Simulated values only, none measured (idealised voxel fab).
process module | voxel transistor to metal
cross-section cut | 200 nm wide | cells 5 nm
A cross-section is a grid of square cells, given in bands from the top down. A band is one or more rows of cells.
Each band's line starts with the height of the band's top and of its bottom, in nm. Then come its materials from left to right, each with its width in nm. One material with "throughout" fills the band from edge to edge. "air" is empty space.
Height 0 is the level under which the wafer as received is all one material. The lowest band goes on downwards, as in "0 down".
A width such as "30 to 40" changes by the same amount from each row of cells to the next, from the band's top row to its bottom row.
"no change" after a step means that no cell of the cross-section changed.
closed voids: empty space of 8 cells or more with no open way to the top, each as width x height at its distance from the left edge, in nm
after a step's settings: what the simulator itself notes on the step
overlay nm, on a step with a mask: how far to the right of its planned place the mask lay; to the left if negative
plan
1 op RECEIVE | material Si
2 op CONFORMAL_DEP | material SiO2 | thk nm 5
3 op CONFORMAL_DEP | material SiN | thk nm 15
4 op DIRECTIONAL_DEP | material aC | thk nm 10
5 op PATTERN | tone cover | mask id ACTIVE | material resist | width nm 110 | thk nm 25 | overlay nm 0
6 op DIRECTIONAL_ETCH | etch materials aC | depth nm 10
7 op STRIP | etch materials resist
8 op DIRECTIONAL_ETCH | etch materials SiN | depth nm 15
9 op DIRECTIONAL_ETCH | etch materials SiO2 | depth nm 5
10 op DIRECTIONAL_ETCH | etch materials Si | depth nm 25
11 op STRIP | etch materials aC
12 op FILL_DEP | material SiO2 | thk nm 10
13 op CMP | height nm 20
14 op SELECTIVE_ETCH | etch materials SiO2 | depth nm 5
15 op STRIP | etch materials SiN
16 op SELECTIVE_ETCH | etch materials SiO2 | depth nm 5
17 op OXIDIZE | depth nm 5
18 op DIRECTIONAL_DEP | material polySi | thk nm 20
19 op DIRECTIONAL_DEP | material SiCN | thk nm 10
20 op MASKED_ETCH | tone cover | mask id GATE | width nm 20 | etch materials SiCN | depth nm 20 | overlay nm 0
21 op MASKED_ETCH | tone cover | mask id GATE | width nm 20 | etch materials polySi | depth nm 30 | overlay nm 0
22 op CONFORMAL_DEP | material SiO2 | thk nm 5
23 op DIRECTIONAL_ETCH | etch materials SiO2 | depth nm 5
24 op CONFORMAL_DEP | material SiN | thk nm 5
25 op DIRECTIONAL_ETCH | etch materials SiN | depth nm 5
26 op DIRECTIONAL_ETCH | etch materials SiO2 | depth nm 5
27 op DIRECTIONAL_ETCH | etch materials Si | depth nm 5
28 op EPI | material pSi | thk nm 5
29 op FILL_DEP | material SiO2 | thk nm 5
30 op CMP | height nm 30
31 op DIRECTIONAL_DEP | material SiO2 | thk nm 15
32 op PATTERN | tone open | mask id CONTACT | material resist | width nm 20 | pitch nm 80 | thk nm 20 | overlay nm 0
33 op DIRECTIONAL_ETCH | etch materials SiO2 | depth nm 50
34 op STRIP | etch materials resist
35 op CONFORMAL_DEP | material TiN | thk nm 5
36 op FILL_DEP | material W | thk nm 10
37 op CMP | height nm 45
38 op DIRECTIONAL_DEP | material TiN | thk nm 5
39 op DIRECTIONAL_DEP | material Ru | thk nm 15
40 op MASKED_ETCH | tone cover | mask id METAL_1 | width nm 20 | pitch nm 80 | etch materials Ru | depth nm 15 | overlay nm 0
41 op MASKED_ETCH | tone cover | mask id METAL_1 | width nm 20 | pitch nm 80 | etch materials TiN | depth nm 5 | overlay nm 0
42 op FILL_DEP | material lowk | thk nm 10
43 op CMP | height nm 65
44 op CONFORMAL_DEP | material SiCN | thk nm 5
45 op DIRECTIONAL_DEP | material lowk | thk nm 35
46 op PATTERN | tone open | mask id METAL_2_HOLES | material resist | width nm 15 | pitch nm 80 | thk nm 20 | overlay nm 0
47 op DIRECTIONAL_ETCH | etch materials lowk | depth nm 35
48 op STRIP | etch materials resist
49 op PATTERN | tone open | mask id METAL_2 | material resist | width nm 20 | pitch nm 80 | thk nm 20 | overlay nm 0
50 op DIRECTIONAL_ETCH | etch materials lowk | depth nm 20
51 op DIRECTIONAL_ETCH | etch materials SiCN | depth nm 5
52 op STRIP | etch materials resist
53 op CONFORMAL_DEP | material TiN | thk nm 5
54 op FILL_DEP | material Ru | thk nm 10
55 op CMP | height nm 105
56 op CONFORMAL_DEP | material SiCN | thk nm 5
first wafer, as planned
as received, after step 1
  0 down: Si throughout
  closed voids: none
after step 2
  5 to 0: SiO2 throughout
  below 0: unchanged
after step 3
  20 to 5: SiN throughout
  below 5: unchanged
after step 4
  30 to 20: aC throughout
  below 20: unchanged
after step 5
  55 to 30: air 45 | resist 110 | air 45
  below 30: unchanged
after step 6
  45 to 30: air 45 | resist 110 | air 45
  30 to 20: air 45 | aC 110 | air 45
  below 20: unchanged
after step 7
  30 to 20: air 45 | aC 110 | air 45
  below 20: unchanged
after step 8
  30 to 20: air 45 | aC 110 | air 45
  20 to 5: air 45 | SiN 110 | air 45
  below 5: unchanged
after step 9
  30 to 20: air 45 | aC 110 | air 45
  20 to 5: air 45 | SiN 110 | air 45
  5 to 0: air 45 | SiO2 110 | air 45
  below 0: unchanged
after step 10
  30 to 20: air 45 | aC 110 | air 45
  20 to 5: air 45 | SiN 110 | air 45
  5 to 0: air 45 | SiO2 110 | air 45
  0 to -25: air 45 | Si 110 | air 45
  below -25: unchanged
after step 11
  20 to 5: air 45 | SiN 110 | air 45
  below 5: unchanged
after step 12
  30 to 20: SiO2 throughout
  20 to 5: SiO2 45 | SiN 110 | SiO2 45
  5 to 0: SiO2 throughout
  0 to -25: SiO2 45 | Si 110 | SiO2 45
  below -25: unchanged
after step 13
  20 to 5: SiO2 45 | SiN 110 | SiO2 45
  below 5: unchanged
after step 14
  20 to 15: air 45 | SiN 110 | air 45
  below 15: unchanged
after step 15
  15 to 5: SiO2 45 | air 110 | SiO2 45
  below 5: unchanged
after step 16
  10 to 0: SiO2 40 | air 120 | SiO2 40
  below 0: unchanged
after step 17
  10 to 0: SiO2 40 | air 120 | SiO2 40
  0 to -5: SiO2 throughout
  below -5: unchanged
after step 18
  30 to 20: polySi 40 | air 120 | polySi 40
  20 to 10: polySi throughout
  10 to 0: SiO2 40 | polySi 120 | SiO2 40
  below 0: unchanged
after step 19
  40 to 30: SiCN 40 | air 120 | SiCN 40
  30 to 20: polySi 40 | SiCN 120 | polySi 40
  below 20: unchanged
after step 20
  30 to 20: polySi 40 | air 50 | SiCN 20 | air 50 | polySi 40
  below 20: unchanged
after step 21
  30 to 20: air 90 | SiCN 20 | air 90
  20 to 10: air 90 | polySi 20 | air 90
  10 to 0: SiO2 40 | air 50 | polySi 20 | air 50 | SiO2 40
  below 0: unchanged
after step 22
  35 to 30: air 85 | SiO2 30 | air 85
  30 to 20: air 85 | SiO2 5 | SiCN 20 | SiO2 5 | air 85
  20 to 15: air 85 | SiO2 5 | polySi 20 | SiO2 5 | air 85
  15 to 5: SiO2 45 | air 40 | SiO2 5 | polySi 20 | SiO2 5 | air 40 | SiO2 45
  5 to 0: SiO2 90 | polySi 20 | SiO2 90
  below 0: unchanged
after step 23
  30 to 20: air 85 | SiO2 5 | SiCN 20 | SiO2 5 | air 85
  20 to 10: air 85 | SiO2 5 | polySi 20 | SiO2 5 | air 85
  10 to 0: SiO2 45 | air 40 | SiO2 5 | polySi 20 | SiO2 5 | air 40 | SiO2 45
  below 0: unchanged
after step 24
  35 to 30: air 80 | SiN 40 | air 80
  30 to 20: air 80 | SiN 5 | SiO2 5 | SiCN 20 | SiO2 5 | SiN 5 | air 80
  20 to 15: air 80 | SiN 5 | SiO2 5 | polySi 20 | SiO2 5 | SiN 5 | air 80
  15 to 10: SiN 50 | air 30 | SiN 5 | SiO2 5 | polySi 20 | SiO2 5 | SiN 5 | air 30 | SiN 50
  10 to 5: SiO2 45 | SiN 5 | air 30 | SiN 5 | SiO2 5 | polySi 20 | SiO2 5 | SiN 5 | air 30 | SiN 5 | SiO2 45
  5 to 0: SiO2 45 | SiN 40 | SiO2 5 | polySi 20 | SiO2 5 | SiN 40 | SiO2 45
  below 0: unchanged
after step 25
  30 to 20: air 80 | SiN 5 | SiO2 5 | SiCN 20 | SiO2 5 | SiN 5 | air 80
  20 to 10: air 80 | SiN 5 | SiO2 5 | polySi 20 | SiO2 5 | SiN 5 | air 80
  10 to 0: SiO2 45 | SiN 5 | air 30 | SiN 5 | SiO2 5 | polySi 20 | SiO2 5 | SiN 5 | air 30 | SiN 5 | SiO2 45
  below 0: unchanged
after step 26
  30 to 25: air 80 | SiN 5 | air 5 | SiCN 20 | air 5 | SiN 5 | air 80
  25 to 20: air 80 | SiN 5 | SiO2 5 | SiCN 20 | SiO2 5 | SiN 5 | air 80
  20 to 10: air 80 | SiN 5 | SiO2 5 | polySi 20 | SiO2 5 | SiN 5 | air 80
  10 to 5: air 45 | SiN 5 | air 30 | SiN 5 | SiO2 5 | polySi 20 | SiO2 5 | SiN 5 | air 30 | SiN 5 | air 45
  5 to 0: SiO2 45 | SiN 5 | air 30 | SiN 5 | SiO2 5 | polySi 20 | SiO2 5 | SiN 5 | air 30 | SiN 5 | SiO2 45
  0 to -5: SiO2 50 | air 30 | SiO2 40 | air 30 | SiO2 50
  below -5: unchanged
after step 27
  30 to 25: air 80 | SiN 5 | air 5 | SiCN 20 | air 5 | SiN 5 | air 80
  25 to 20: air 80 | SiN 5 | SiO2 5 | SiCN 20 | SiO2 5 | SiN 5 | air 80
  20 to 10: air 80 | SiN 5 | SiO2 5 | polySi 20 | SiO2 5 | SiN 5 | air 80
  10 to 5: air 45 | SiN 5 | air 30 | SiN 5 | SiO2 5 | polySi 20 | SiO2 5 | SiN 5 | air 30 | SiN 5 | air 45
  5 to 0: SiO2 45 | SiN 5 | air 30 | SiN 5 | SiO2 5 | polySi 20 | SiO2 5 | SiN 5 | air 30 | SiN 5 | SiO2 45
  0 to -5: SiO2 50 | air 30 | SiO2 40 | air 30 | SiO2 50
  -5 to -10: SiO2 45 | Si 5 | air 30 | Si 40 | air 30 | Si 5 | SiO2 45
  below -10: unchanged
after step 28
  30 to 25: air 80 | SiN 5 | air 5 | SiCN 20 | air 5 | SiN 5 | air 80
  25 to 20: air 80 | SiN 5 | SiO2 5 | SiCN 20 | SiO2 5 | SiN 5 | air 80
  20 to 10: air 80 | SiN 5 | SiO2 5 | polySi 20 | SiO2 5 | SiN 5 | air 80
  10 to 5: air 45 | SiN 5 | air 30 | SiN 5 | SiO2 5 | polySi 20 | SiO2 5 | SiN 5 | air 30 | SiN 5 | air 45
  5 to 0: SiO2 45 | SiN 5 | air 30 | SiN 5 | SiO2 5 | polySi 20 | SiO2 5 | SiN 5 | air 30 | SiN 5 | SiO2 45
  0 to -5: SiO2 50 | pSi 5 | air 20 | pSi 5 | SiO2 40 | pSi 5 | air 20 | pSi 5 | SiO2 50
  -5 to -10: SiO2 45 | Si 5 | pSi 30 | Si 40 | pSi 30 | Si 5 | SiO2 45
  below -10: unchanged
after step 29
  35 to 30: SiO2 throughout
  30 to 20: SiO2 80 | SiN 5 | SiO2 5 | SiCN 20 | SiO2 5 | SiN 5 | SiO2 80
  20 to 10: SiO2 80 | SiN 5 | SiO2 5 | polySi 20 | SiO2 5 | SiN 5 | SiO2 80
  10 to 0: SiO2 45 | SiN 5 | SiO2 30 | SiN 5 | SiO2 5 | polySi 20 | SiO2 5 | SiN 5 | SiO2 30 | SiN 5 | SiO2 45
  0 to -5: SiO2 50 | pSi 5 | SiO2 20 | pSi 5 | SiO2 40 | pSi 5 | SiO2 20 | pSi 5 | SiO2 50
  below -5: unchanged
after step 30
  30 to 20: SiO2 80 | SiN 5 | SiO2 5 | SiCN 20 | SiO2 5 | SiN 5 | SiO2 80
  below 20: unchanged
after step 31
  45 to 30: SiO2 throughout
  below 30: unchanged
after step 32
  65 to 45: resist 50 | air 20 | resist 60 | air 20 | resist 50
  below 45: unchanged
after step 33
  65 to 45: resist 50 | air 20 | resist 60 | air 20 | resist 50
  45 to 30: SiO2 50 | air 20 | SiO2 60 | air 20 | SiO2 50
  30 to 20: SiO2 50 | air 20 | SiO2 10 | SiN 5 | SiO2 5 | SiCN 20 | SiO2 5 | SiN 5 | SiO2 10 | air 20 | SiO2 50
  20 to 10: SiO2 50 | air 20 | SiO2 10 | SiN 5 | SiO2 5 | polySi 20 | SiO2 5 | SiN 5 | SiO2 10 | air 20 | SiO2 50
  10 to 0: SiO2 45 | SiN 5 | air 20 | SiO2 10 | SiN 5 | SiO2 5 | polySi 20 | SiO2 5 | SiN 5 | SiO2 10 | air 20 | SiN 5 | SiO2 45
  0 to -5: SiO2 50 | pSi 5 | air 15 | SiO2 5 | pSi 5 | SiO2 40 | pSi 5 | SiO2 5 | air 15 | pSi 5 | SiO2 50
  below -5: unchanged
after step 34
  45 to 30: SiO2 50 | air 20 | SiO2 60 | air 20 | SiO2 50
  below 30: unchanged
after step 35
  50 to 45: TiN 55 | air 10 | TiN 70 | air 10 | TiN 55
  45 to 30: SiO2 50 | TiN 5 | air 10 | TiN 5 | SiO2 60 | TiN 5 | air 10 | TiN 5 | SiO2 50
  30 to 20: SiO2 50 | TiN 5 | air 10 | TiN 5 | SiO2 10 | SiN 5 | SiO2 5 | SiCN 20 | SiO2 5 | SiN 5 | SiO2 10 | TiN 5 | air 10 | TiN 5 | SiO2 50
  20 to 10: SiO2 50 | TiN 5 | air 10 | TiN 5 | SiO2 10 | SiN 5 | SiO2 5 | polySi 20 | SiO2 5 | SiN 5 | SiO2 10 | TiN 5 | air 10 | TiN 5 | SiO2 50
  10 to 0: SiO2 45 | SiN 5 | TiN 5 to 10 | air 10 to 5 | TiN 5 | SiO2 10 | SiN 5 | SiO2 5 | polySi 20 | SiO2 5 | SiN 5 | SiO2 10 | TiN 5 | air 10 to 5 | TiN 5 to 10 | SiN 5 | SiO2 45
  0 to -5: SiO2 50 | pSi 5 | TiN 15 | SiO2 5 | pSi 5 | SiO2 40 | pSi 5 | SiO2 5 | TiN 15 | pSi 5 | SiO2 50
  below -5: unchanged
after step 36
  60 to 50: W throughout
  50 to 45: TiN 55 | W 10 | TiN 70 | W 10 | TiN 55
  45 to 30: SiO2 50 | TiN 5 | W 10 | TiN 5 | SiO2 60 | TiN 5 | W 10 | TiN 5 | SiO2 50
  30 to 20: SiO2 50 | TiN 5 | W 10 | TiN 5 | SiO2 10 | SiN 5 | SiO2 5 | SiCN 20 | SiO2 5 | SiN 5 | SiO2 10 | TiN 5 | W 10 | TiN 5 | SiO2 50
  20 to 10: SiO2 50 | TiN 5 | W 10 | TiN 5 | SiO2 10 | SiN 5 | SiO2 5 | polySi 20 | SiO2 5 | SiN 5 | SiO2 10 | TiN 5 | W 10 | TiN 5 | SiO2 50
  10 to 0: SiO2 45 | SiN 5 | TiN 5 to 10 | W 10 to 5 | TiN 5 | SiO2 10 | SiN 5 | SiO2 5 | polySi 20 | SiO2 5 | SiN 5 | SiO2 10 | TiN 5 | W 10 to 5 | TiN 5 to 10 | SiN 5 | SiO2 45
  below 0: unchanged
after step 37
  45 to 30: SiO2 50 | TiN 5 | W 10 | TiN 5 | SiO2 60 | TiN 5 | W 10 | TiN 5 | SiO2 50
  below 30: unchanged
after step 38
  50 to 45: TiN throughout
  below 45: unchanged
after step 39
  65 to 50: Ru throughout
  below 50: unchanged
after step 40
  65 to 50: air 50 | Ru 20 | air 60 | Ru 20 | air 50
  below 50: unchanged
after step 41
  65 to 50: air 50 | Ru 20 | air 60 | Ru 20 | air 50
  50 to 45: air 50 | TiN 20 | air 60 | TiN 20 | air 50
  below 45: unchanged
after step 42
  75 to 65: lowk throughout
  65 to 50: lowk 50 | Ru 20 | lowk 60 | Ru 20 | lowk 50
  50 to 45: lowk 50 | TiN 20 | lowk 60 | TiN 20 | lowk 50
  below 45: unchanged
after step 43
  65 to 50: lowk 50 | Ru 20 | lowk 60 | Ru 20 | lowk 50
  below 50: unchanged
after step 44
  70 to 65: SiCN throughout
  below 65: unchanged
after step 45
  105 to 70: lowk throughout
  below 70: unchanged
after step 46
  125 to 105: resist 50 | air 15 | resist 65 | air 15 | resist 55
  below 105: unchanged
after step 47
  125 to 105: resist 50 | air 15 | resist 65 | air 15 | resist 55
  105 to 70: lowk 50 | air 15 | lowk 65 | air 15 | lowk 55
  below 70: unchanged
after step 48
  105 to 70: lowk 50 | air 15 | lowk 65 | air 15 | lowk 55
  below 70: unchanged
after step 49
  125 to 105: resist 50 | air 20 | resist 60 | air 20 | resist 50
  below 105: unchanged
after step 50
  125 to 105: resist 50 | air 20 | resist 60 | air 20 | resist 50
  105 to 85: lowk 50 | air 20 | lowk 60 | air 20 | lowk 50
  below 85: unchanged
after step 51
  125 to 105: resist 50 | air 20 | resist 60 | air 20 | resist 50
  105 to 85: lowk 50 | air 20 | lowk 60 | air 20 | lowk 50
  85 to 70: lowk 50 | air 15 | lowk 65 | air 15 | lowk 55
  70 to 65: SiCN 50 | air 15 | SiCN 65 | air 15 | SiCN 55
  below 65: unchanged
after step 52
  105 to 85: lowk 50 | air 20 | lowk 60 | air 20 | lowk 50
  below 85: unchanged
after step 53
  110 to 105: TiN 55 | air 10 | TiN 70 | air 10 | TiN 55
  105 to 90: lowk 50 | TiN 5 | air 10 | TiN 5 | lowk 60 | TiN 5 | air 10 | TiN 5 | lowk 50
  90 to 85: lowk 50 | TiN 5 | air 5 | TiN 10 | lowk 60 | TiN 5 | air 5 | TiN 10 | lowk 50
  85 to 70: lowk 50 | TiN 5 | air 5 | TiN 5 | lowk 65 | TiN 5 | air 5 | TiN 5 | lowk 55
  70 to 65: SiCN 50 | TiN 15 | SiCN 65 | TiN 15 | SiCN 55
  below 65: unchanged
after step 54
  120 to 110: Ru throughout
  110 to 105: TiN 55 | Ru 10 | TiN 70 | Ru 10 | TiN 55
  105 to 90: lowk 50 | TiN 5 | Ru 10 | TiN 5 | lowk 60 | TiN 5 | Ru 10 | TiN 5 | lowk 50
  90 to 85: lowk 50 | TiN 5 | Ru 5 | TiN 10 | lowk 60 | TiN 5 | Ru 5 | TiN 10 | lowk 50
  85 to 70: lowk 50 | TiN 5 | Ru 5 | TiN 5 | lowk 65 | TiN 5 | Ru 5 | TiN 5 | lowk 55
  below 70: unchanged
after step 55
  105 to 90: lowk 50 | TiN 5 | Ru 10 | TiN 5 | lowk 60 | TiN 5 | Ru 10 | TiN 5 | lowk 50
  below 90: unchanged
after step 56
  110 to 105: SiCN throughout
  below 105: unchanged
second wafer: like start, like plan, one mistake. Through step 31 it matches the first wafer
when step 32 should have ended
  65 to 45: resist 50 | air 25 | resist 55 | air 25 | resist 45
  below 45: unchanged
when step 33 should have ended
  65 to 45: resist 50 | air 25 | resist 55 | air 25 | resist 45
  45 to 30: SiO2 50 | air 25 | SiO2 55 | air 25 | SiO2 45
  30 to 20: SiO2 50 | air 25 | SiO2 5 | SiN 5 | SiO2 5 | SiCN 20 | SiO2 5 | SiN 5 | SiO2 10 | air 25 | SiO2 45
  20 to 10: SiO2 50 | air 25 | SiO2 5 | SiN 5 | SiO2 5 | polySi 20 | SiO2 5 | SiN 5 | SiO2 10 | air 25 | SiO2 45
  10 to 0: SiO2 45 | SiN 5 | air 25 | SiO2 5 | SiN 5 | SiO2 5 | polySi 20 | SiO2 5 | SiN 5 | SiO2 10 | air 20 | SiN 5 | SiO2 45
  0 to -5: SiO2 50 | pSi 5 | air 20 | pSi 5 | SiO2 40 | pSi 5 | SiO2 5 | air 15 | pSi 5 | SiO2 50
  below -5: unchanged
when step 34 should have ended
  45 to 30: SiO2 50 | air 25 | SiO2 55 | air 25 | SiO2 45
  below 30: unchanged
when step 35 should have ended
  50 to 45: TiN 55 | air 15 | TiN 65 | air 15 | TiN 50
  45 to 30: SiO2 50 | TiN 5 | air 15 | TiN 5 | SiO2 55 | TiN 5 | air 15 | TiN 5 | SiO2 45
  30 to 20: SiO2 50 | TiN 5 | air 15 | TiN 5 | SiO2 5 | SiN 5 | SiO2 5 | SiCN 20 | SiO2 5 | SiN 5 | SiO2 10 | TiN 5 | air 15 | TiN 5 | SiO2 45
  20 to 10: SiO2 50 | TiN 5 | air 15 | TiN 5 | SiO2 5 | SiN 5 | SiO2 5 | polySi 20 | SiO2 5 | SiN 5 | SiO2 10 | TiN 5 | air 15 to 10 | TiN 5 to 10 | SiO2 45
  10 to 0: SiO2 45 | SiN 5 | TiN 5 to 10 | air 15 to 10 | TiN 5 | SiO2 5 | SiN 5 | SiO2 5 | polySi 20 | SiO2 5 | SiN 5 | SiO2 10 | TiN 5 | air 10 to 5 | TiN 5 to 10 | SiN 5 | SiO2 45
  0 to -5: SiO2 50 | pSi 5 | TiN 20 | pSi 5 | SiO2 40 | pSi 5 | SiO2 5 | TiN 15 | pSi 5 | SiO2 50
  below -5: unchanged
when step 36 should have ended
  60 to 50: W throughout
  50 to 45: TiN 55 | W 15 | TiN 65 | W 15 | TiN 50
  45 to 30: SiO2 50 | TiN 5 | W 15 | TiN 5 | SiO2 55 | TiN 5 | W 15 | TiN 5 | SiO2 45
  30 to 20: SiO2 50 | TiN 5 | W 15 | TiN 5 | SiO2 5 | SiN 5 | SiO2 5 | SiCN 20 | SiO2 5 | SiN 5 | SiO2 10 | TiN 5 | W 15 | TiN 5 | SiO2 45
  20 to 10: SiO2 50 | TiN 5 | W 15 | TiN 5 | SiO2 5 | SiN 5 | SiO2 5 | polySi 20 | SiO2 5 | SiN 5 | SiO2 10 | TiN 5 | W 15 to 10 | TiN 5 to 10 | SiO2 45
  10 to 0: SiO2 45 | SiN 5 | TiN 5 to 10 | W 15 to 10 | TiN 5 | SiO2 5 | SiN 5 | SiO2 5 | polySi 20 | SiO2 5 | SiN 5 | SiO2 10 | TiN 5 | W 10 to 5 | TiN 5 to 10 | SiN 5 | SiO2 45
  below 0: unchanged
when step 37 should have ended
  45 to 30: SiO2 50 | TiN 5 | W 15 | TiN 5 | SiO2 55 | TiN 5 | W 15 | TiN 5 | SiO2 45
  below 30: unchanged
when step 38 should have ended
  50 to 45: TiN throughout
  below 45: unchanged
when step 39 should have ended
  65 to 50: Ru throughout
  below 50: unchanged
when step 40 should have ended
  65 to 50: air 50 | Ru 20 | air 60 | Ru 20 | air 50
  below 50: unchanged
when step 41 should have ended
  65 to 50: air 50 | Ru 20 | air 60 | Ru 20 | air 50
  50 to 45: air 50 | TiN 20 | air 60 | TiN 20 | air 50
  below 45: unchanged
when step 42 should have ended
  75 to 65: lowk throughout
  65 to 50: lowk 50 | Ru 20 | lowk 60 | Ru 20 | lowk 50
  50 to 45: lowk 50 | TiN 20 | lowk 60 | TiN 20 | lowk 50
  below 45: unchanged
when step 43 should have ended
  65 to 50: lowk 50 | Ru 20 | lowk 60 | Ru 20 | lowk 50
  below 50: unchanged
when step 44 should have ended
  70 to 65: SiCN throughout
  below 65: unchanged
when step 45 should have ended
  105 to 70: lowk throughout
  below 70: unchanged
when step 46 should have ended
  125 to 105: resist 50 | air 15 | resist 65 | air 15 | resist 55
  below 105: unchanged
when step 47 should have ended
  125 to 105: resist 50 | air 15 | resist 65 | air 15 | resist 55
  105 to 70: lowk 50 | air 15 | lowk 65 | air 15 | lowk 55
  below 70: unchanged
when step 48 should have ended
  105 to 70: lowk 50 | air 15 | lowk 65 | air 15 | lowk 55
  below 70: unchanged
when step 49 should have ended
  125 to 105: resist 50 | air 20 | resist 60 | air 20 | resist 50
  below 105: unchanged
when step 50 should have ended
  125 to 105: resist 50 | air 20 | resist 60 | air 20 | resist 50
  105 to 85: lowk 50 | air 20 | lowk 60 | air 20 | lowk 50
  below 85: unchanged
when step 51 should have ended
  125 to 105: resist 50 | air 20 | resist 60 | air 20 | resist 50
  105 to 85: lowk 50 | air 20 | lowk 60 | air 20 | lowk 50
  85 to 70: lowk 50 | air 15 | lowk 65 | air 15 | lowk 55
  70 to 65: SiCN 50 | air 15 | SiCN 65 | air 15 | SiCN 55
  below 65: unchanged
when step 52 should have ended
  105 to 85: lowk 50 | air 20 | lowk 60 | air 20 | lowk 50
  below 85: unchanged
when step 53 should have ended
  110 to 105: TiN 55 | air 10 | TiN 70 | air 10 | TiN 55
  105 to 90: lowk 50 | TiN 5 | air 10 | TiN 5 | lowk 60 | TiN 5 | air 10 | TiN 5 | lowk 50
  90 to 85: lowk 50 | TiN 5 | air 5 | TiN 10 | lowk 60 | TiN 5 | air 5 | TiN 10 | lowk 50
  85 to 70: lowk 50 | TiN 5 | air 5 | TiN 5 | lowk 65 | TiN 5 | air 5 | TiN 5 | lowk 55
  70 to 65: SiCN 50 | TiN 15 | SiCN 65 | TiN 15 | SiCN 55
  below 65: unchanged
when step 54 should have ended
  120 to 110: Ru throughout
  110 to 105: TiN 55 | Ru 10 | TiN 70 | Ru 10 | TiN 55
  105 to 90: lowk 50 | TiN 5 | Ru 10 | TiN 5 | lowk 60 | TiN 5 | Ru 10 | TiN 5 | lowk 50
  90 to 85: lowk 50 | TiN 5 | Ru 5 | TiN 10 | lowk 60 | TiN 5 | Ru 5 | TiN 10 | lowk 50
  85 to 70: lowk 50 | TiN 5 | Ru 5 | TiN 5 | lowk 65 | TiN 5 | Ru 5 | TiN 5 | lowk 55
  below 70: unchanged
when step 55 should have ended
  105 to 90: lowk 50 | TiN 5 | Ru 10 | TiN 5 | lowk 60 | TiN 5 | Ru 10 | TiN 5 | lowk 50
  below 90: unchanged
when step 56 should have ended
  110 to 105: SiCN throughout
  below 105: unchanged
what went wrong: step 32 ran as: op PATTERN | tone open | mask id CONTACT | material resist | width nm 25 | pitch nm 80 | thk nm 20 | overlay nm 0
at the end the second wafer has, in cells: 17 fewer of SiO2 | 2 more of TiN | 15 more of W
